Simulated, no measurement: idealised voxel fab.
Title: Process Module voxel self aligned contacts
Displayed cross-section: cut, width of 265 nm, square cells sized 5 nm.
We lay out every cross-section as a grid of square cells and spell it out in bands from the top down, where one band means one or more rows of cells.
What a band's entry tells you: where the top is and where the bottom is, as heights in nm, and after that what lies inside, material by material from left to right, each with its width in nm. Empty space is written as the word "air", and a single material marked with the word "full width" occupies the band from edge to edge.
The reference from which all heights are counted is 0, the level beneath which the as-received wafer is entirely one material; the lowest band, having no lower bound, proceeds downward and is written after the example "z 0 and below".
The width entry "30..40" should be interpreted row by row: the top row of cells in the band takes the first number, the bottom row takes the second number, and the change between adjacent rows is uniform throughout.
Where the words "identical to before" appear for a step, the cross-section shows no cell changed by that step; every cell remained as before.
"Encapsulated voids" means: voids of 8 cells or more that are shut off from the top with no open way through. Written width x height at distance, distance from the left edge, in nm.
Formally, on a step line, whatever follows the settings is a remark that the simulator itself makes on the step.
"overlay nm" on a masked step: distance the mask lay right of its planned place, negative for left.
-- Here's what the planned process steps look like
step 1: RECEIVE,material Si
step 2: CONFORMAL_DEP,material SiO2,thk nm 5
step 3: DIRECTIONAL_DEP,material polySi,thk nm 25
step 4: DIRECTIONAL_DEP,material SiN,thk nm 20
step 5: DIRECTIONAL_DEP,material aC,thk nm 10
step 6: PATTERN,tone cover,mask id GATE,material resist,width nm 25,pitch nm 70,thk nm 30,overlay nm 0
step 7: DIRECTIONAL_ETCH,etch materials aC,depth nm 10
step 8: STRIP,etch materials resist
step 9: DIRECTIONAL_ETCH,etch materials SiN,depth nm 20
step 10: DIRECTIONAL_ETCH,etch materials polySi,depth nm 25
step 11: STRIP,etch materials aC
step 12: CONFORMAL_DEP,material SiN,thk nm 10
step 13: DIRECTIONAL_ETCH,etch materials SiN,depth nm 10
step 14: FILL_DEP,material SiO2,thk nm 15
step 15: CMP,height nm 55
step 16: DIRECTIONAL_DEP,material aC,thk nm 15
step 17: PATTERN,tone open,mask id CONTACT,material resist,width nm 55,thk nm 35,overlay nm 0
step 18: DIRECTIONAL_ETCH,etch materials aC,depth nm 15
step 19: STRIP,etch materials resist
step 20: DIRECTIONAL_ETCH,etch materials SiO2,depth nm 55
step 21: STRIP,etch materials aC
step 22: CONFORMAL_DEP,material TiN,thk nm 5
step 23: FILL_DEP,material Ru,thk nm 10
step 24: CMP,height nm 55
step 25: CONFORMAL_DEP,material SiN,thk nm 5
-- first wafer, as planned
-- Cross-section of the wafer as it came to us, i.e., already through step 1
    z 0 and below: Si full width
    Encapsulated voids: none
-- Wafer section view after processing step 2
    z 5 to 0: SiO2 full width
    Anything lower than 0 is untouched.
-- Wafer section view after processing step 3
    z 30 to 5: polySi full width
    Anything lower than 5 is untouched.
-- Wafer section view after processing step 4
    z 50 to 30: SiN full width
    Anything lower than 30 is untouched.
-- Wafer section view after processing step 5
    z 60 to 50: aC full width
    Anything lower than 50 is untouched.
-- Wafer section view after processing step 6
    z 90 to 60: 85 air, then 25 resist, then 45 air, then 25 resist, then 85 air
    Anything lower than 60 is untouched.
-- Wafer section view after processing step 7
    z 80 to 60: 85 air, then 25 resist, then 45 air, then 25 resist, then 85 air
    z 60 to 50: 85 air, then 25 aC, then 45 air, then 25 aC, then 85 air
    Anything lower than 50 is untouched.
-- Wafer section view after processing step 8
    z 60 to 50: 85 air, then 25 aC, then 45 air, then 25 aC, then 85 air
    Anything lower than 50 is untouched.
-- Wafer section view after processing step 9
    z 60 to 50: 85 air, then 25 aC, then 45 air, then 25 aC, then 85 air
    z 50 to 30: 85 air, then 25 SiN, then 45 air, then 25 SiN, then 85 air
    Anything lower than 30 is untouched.
-- Wafer section view after processing step 10
    z 60 to 50: 85 air, then 25 aC, then 45 air, then 25 aC, then 85 air
    z 50 to 30: 85 air, then 25 SiN, then 45 air, then 25 SiN, then 85 air
    z 30 to 5: 85 air, then 25 polySi, then 45 air, then 25 polySi, then 85 air
    Anything lower than 5 is untouched.
-- Wafer section view after processing step 11
    z 50 to 30: 85 air, then 25 SiN, then 45 air, then 25 SiN, then 85 air
    Anything lower than 30 is untouched.
-- Wafer section view after processing step 12
    z 60 to 30: 75 air, then 45 SiN, then 25 air, then 45 SiN, then 75 air
    z 30 to 15: 75 air, then 10 SiN, then 25 polySi, then 10 SiN, then 25 air, then 10 SiN, then 25 polySi, then 10 SiN, then 75 air
    z 15 to 5: 85 SiN, then 25 polySi, then 45 SiN, then 25 polySi, then 85 SiN
    Anything lower than 5 is untouched.
-- Wafer section view after processing step 13
    z 50 to 30: 75 air, then 45 SiN, then 25 air, then 45 SiN, then 75 air
    z 30 to 5: 75 air, then 10 SiN, then 25 polySi, then 10 SiN, then 25 air, then 10 SiN, then 25 polySi, then 10 SiN, then 75 air
    Anything lower than 5 is untouched.
-- Wafer section view after processing step 14
    z 65 to 50: SiO2 full width
    z 50 to 30: 75 SiO2, then 45 SiN, then 25 SiO2, then 45 SiN, then 75 SiO2
    z 30 to 5: 75 SiO2, then 10 SiN, then 25 polySi, then 10 SiN, then 25 SiO2, then 10 SiN, then 25 polySi, then 10 SiN, then 75 SiO2
    Anything lower than 5 is untouched.
-- Wafer section view after processing step 15
    z 55 to 50: SiO2 full width
    Anything lower than 50 is untouched.
-- Wafer section view after processing step 16
    z 70 to 55: aC full width
    Anything lower than 55 is untouched.
-- Wafer section view after processing step 17
    z 105 to 70: 105 resist, then 55 air, then 105 resist
    Anything lower than 70 is untouched.
-- Wafer section view after processing step 18
    z 90 to 70: 105 resist, then 55 air, then 105 resist
    z 70 to 55: 105 aC, then 55 air, then 105 aC
    Anything lower than 55 is untouched.
-- Wafer section view after processing step 19
    z 70 to 55: 105 aC, then 55 air, then 105 aC
    Anything lower than 55 is untouched.
-- Wafer section view after processing step 20
    z 70 to 55: 105 aC, then 55 air, then 105 aC
    z 55 to 50: 105 SiO2, then 55 air, then 105 SiO2
    z 50 to 30: 75 SiO2, then 45 SiN, then 25 air, then 45 SiN, then 75 SiO2
    z 30 to 5: 75 SiO2, then 10 SiN, then 25 polySi, then 10 SiN, then 25 air, then 10 SiN, then 25 polySi, then 10 SiN, then 75 SiO2
    z 5 to 0: 120 SiO2, then 25 air, then 120 SiO2
    Anything lower than 0 is untouched.
-- Wafer section view after processing step 21
    z 55 to 50: 105 SiO2, then 55 air, then 105 SiO2
    Anything lower than 50 is untouched.
-- Wafer section view after processing step 22
    z 60 to 55: 110 TiN, then 45 air, then 110 TiN
    z 55 to 50: 105 SiO2, then 20 TiN, then 15 air, then 20 TiN, then 105 SiO2
    z 50 to 30: 75 SiO2, then 45 SiN, then 5 TiN, then 15 air, then 5 TiN, then 45 SiN, then 75 SiO2
    z 30 to 5: 75 SiO2, then 10 SiN, then 25 polySi, then 10 SiN, then 5 TiN, then 15 air, then 5 TiN, then 10 SiN, then 25 polySi, then 10 SiN, then 75 SiO2
    z 5 to 0: 120 SiO2, then 25 TiN, then 120 SiO2
    Anything lower than 0 is untouched.
-- Wafer section view after processing step 23
    z 70 to 60: Ru full width
    z 60 to 55: 110 TiN, then 45 Ru, then 110 TiN
    z 55 to 50: 105 SiO2, then 20 TiN, then 15 Ru, then 20 TiN, then 105 SiO2
    z 50 to 30: 75 SiO2, then 45 SiN, then 5 TiN, then 15 Ru, then 5 TiN, then 45 SiN, then 75 SiO2
    z 30 to 5: 75 SiO2, then 10 SiN, then 25 polySi, then 10 SiN, then 5 TiN, then 15 Ru, then 5 TiN, then 10 SiN, then 25 polySi, then 10 SiN, then 75 SiO2
    Anything lower than 5 is untouched.
-- Wafer section view after processing step 24
    z 55 to 50: 105 SiO2, then 20 TiN, then 15 Ru, then 20 TiN, then 105 SiO2
    Anything lower than 50 is untouched.
-- Wafer section view after processing step 25
    z 60 to 55: SiN full width
    Anything lower than 55 is untouched.
-- Here the second wafer is described. Its start and its plan were those of the first wafer. Its run contained one mistake. Up to and including step 16, it did exactly what the first wafer did
-- when step 17 should have ended
    z 105 to 70: 105 air, then 55 resist, then 105 air
    Anything lower than 70 is untouched.
-- when step 18 should have ended
    z 90 to 70: 105 air, then 55 resist, then 105 air
    z 70 to 55: 105 air, then 55 aC, then 105 air
    Anything lower than 55 is untouched.
-- when step 19 should have ended
    z 70 to 55: 105 air, then 55 aC, then 105 air
    Anything lower than 55 is untouched.
-- when step 20 should have ended
    z 70 to 55: 105 air, then 55 aC, then 105 air
    z 55 to 50: 105 air, then 55 SiO2, then 105 air
    z 50 to 30: 75 air, then 45 SiN, then 25 SiO2, then 45 SiN, then 75 air
    z 30 to 5: 75 air, then 10 SiN, then 25 polySi, then 10 SiN, then 25 SiO2, then 10 SiN, then 25 polySi, then 10 SiN, then 75 air
    z 5 to 0: 75 air, then 115 SiO2, then 75 air
    Anything lower than 0 is untouched.
-- when step 21 should have ended
    z 55 to 50: 105 air, then 55 SiO2, then 105 air
    Anything lower than 50 is untouched.
-- when step 22 should have ended
    z 60 to 55: 100 air, then 65 TiN, then 100 air
    z 55 to 50: 70 air, then 35 TiN, then 55 SiO2, then 35 TiN, then 70 air
    z 50 to 30: 70 air, then 5 TiN, then 45 SiN, then 25 SiO2, then 45 SiN, then 5 TiN, then 70 air
    z 30 to 5: 70 air, then 5 TiN, then 10 SiN, then 25 polySi, then 10 SiN, then 25 SiO2, then 10 SiN, then 25 polySi, then 10 SiN, then 5 TiN, then 70 air
    z 5 to 0: 75 TiN, then 115 SiO2, then 75 TiN
    Anything lower than 0 is untouched.
-- when step 23 should have ended
    z 70 to 60: Ru full width
    z 60 to 55: 100 Ru, then 65 TiN, then 100 Ru
    z 55 to 50: 70 Ru, then 35 TiN, then 55 SiO2, then 35 TiN, then 70 Ru
    z 50 to 30: 70 Ru, then 5 TiN, then 45 SiN, then 25 SiO2, then 45 SiN, then 5 TiN, then 70 Ru
    z 30 to 5: 70 Ru, then 5 TiN, then 10 SiN, then 25 polySi, then 10 SiN, then 25 SiO2, then 10 SiN, then 25 polySi, then 10 SiN, then 5 TiN, then 70 Ru
    Anything lower than 5 is untouched.
-- when step 24 should have ended
    z 55 to 50: 70 Ru, then 35 TiN, then 55 SiO2, then 35 TiN, then 70 Ru
    Anything lower than 50 is untouched.
-- when step 25 should have ended
    z 60 to 55: SiN full width
    Anything lower than 55 is untouched.
Deviation from plan: heads up, step 17 didn't go per plan, it actually ran as PATTERN,tone cover,mask id CONTACT,material resist,width nm 55,thk nm 35,overlay nm 0
Once processing is complete, comparing cell counts shows that the second wafer has more or fewer of certain materials than the first: 250 more of Ru; 281 fewer of SiO2; 31 more of TiN
